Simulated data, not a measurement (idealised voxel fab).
Process module in this document: voxel lift off
For reference, the cross-section in this document is cut, with width 140 nm and square cells of 5 nm.
We lay out every cross-section as a grid of square cells and spell it out in bands from the top down, where one band means one or more rows of cells. It is stipulated that each band's entry specify, in nanometres, the height of the top of the band and then that of its bottom, followed by the materials of the band in left-to-right sequence, each together with its width in nanometres. A single material marked by the word "everywhere" is understood to fill the band from edge to edge; the word "empty" is understood to denote empty space. Heights are expressed relative to 0, this being the level below which the as-received wafer comprises one material exclusively. The lowest band is unbounded in the downward direction and is denoted as in "from 0 down". You'd read "30..40" like this: the band's top row of cells is as wide as the first number, its bottom row is as wide as the second, and going down, every row changes width by the same amount as the row before did. Step note "no change occurred" = no cross-section cell changed. "Fully closed voids" specifies each empty space that is not open to the top and that occupies no fewer than 8 cells, using the form width x height at distance, the distance measured from the left edge and all three quantities in nm. If you see something after the settings on a step's line, that's the simulator's own remark about that step. overlay nm, on a step with a mask: how far to the right of its planned place the mask lay; to the left if negative.
So here's the lineup of process steps we planned
1,RECEIVE: material Si
2,CONFORMAL_DEP: material Al2O3, thk nm 10
3,PATTERN: tone open, mask id LINES, material resist, width nm 25, pitch nm 40, thk nm 20, overlay nm 0
4,DIRECTIONAL_DEP: material Ru, thk nm 10
5,STRIP: etch materials resist
6,CONFORMAL_DEP: material SiO2, thk nm 10
The following pertains to the first of two wafers, which was processed as planned
Delivered wafer in cross-section: state after step 1
from 0 down = Si everywhere
Fully closed voids: none
Cross-sectional representation of the wafer at the conclusion of step 2
from 10 to 0 = Al2O3 everywhere
Anything lower than 0 is untouched.
Cross-sectional representation of the wafer at the conclusion of step 3
from 30 to 10 = resist=15 / empty=25 / resist=15 / empty=25 / resist=15 / empty=25 / resist=20
Anything lower than 10 is untouched.
Cross-sectional representation of the wafer at the conclusion of step 4
from 40 to 30 = Ru=15 / empty=25 / Ru=15 / empty=25 / Ru=15 / empty=25 / Ru=20
from 30 to 20 = resist=15 / empty=25 / resist=15 / empty=25 / resist=15 / empty=25 / resist=20
from 20 to 10 = resist=15 / Ru=25 / resist=15 / Ru=25 / resist=15 / Ru=25 / resist=20
Anything lower than 10 is untouched.
Cross-sectional representation of the wafer at the conclusion of step 5
from 20 to 10 = empty=15 / Ru=25 / empty=15 / Ru=25 / empty=15 / Ru=25 / empty=20
Anything lower than 10 is untouched.
Cross-sectional representation of the wafer at the conclusion of step 6
from 30 to 20 = empty=5 / SiO2=125 / empty=10
from 20 to 10 = SiO2=15 / Ru=25 / SiO2=15 / Ru=25 / SiO2=15 / Ru=25 / SiO2=20
Anything lower than 10 is untouched.
Second wafer, same starting state and plan as the first, one mistake in the run, identical through step 5
Planned end of step 6: second wafer, cross-section
from 25 to 20 = empty=10 / SiO2=35 / empty=5 / SiO2=35 / empty=5 / SiO2=35 / empty=15
from 20 to 15 = empty=10 / SiO2=5 / Ru=25 / SiO2=5 / empty=5 / SiO2=5 / Ru=25 / SiO2=5 / empty=5 / SiO2=5 / Ru=25 / SiO2=5 / empty=15
from 15 to 10 = SiO2=15 / Ru=25 / SiO2=15 / Ru=25 / SiO2=15 / Ru=25 / SiO2=20
Anything lower than 10 is untouched.
Misprocessing identified: not per plan at step 6, really ran CONFORMAL_DEP: material SiO2, thk nm 5
It is noted that, at the conclusion of processing, the second wafer exhibits a higher or lower cell count for certain materials relative to the first: -36 SiO2
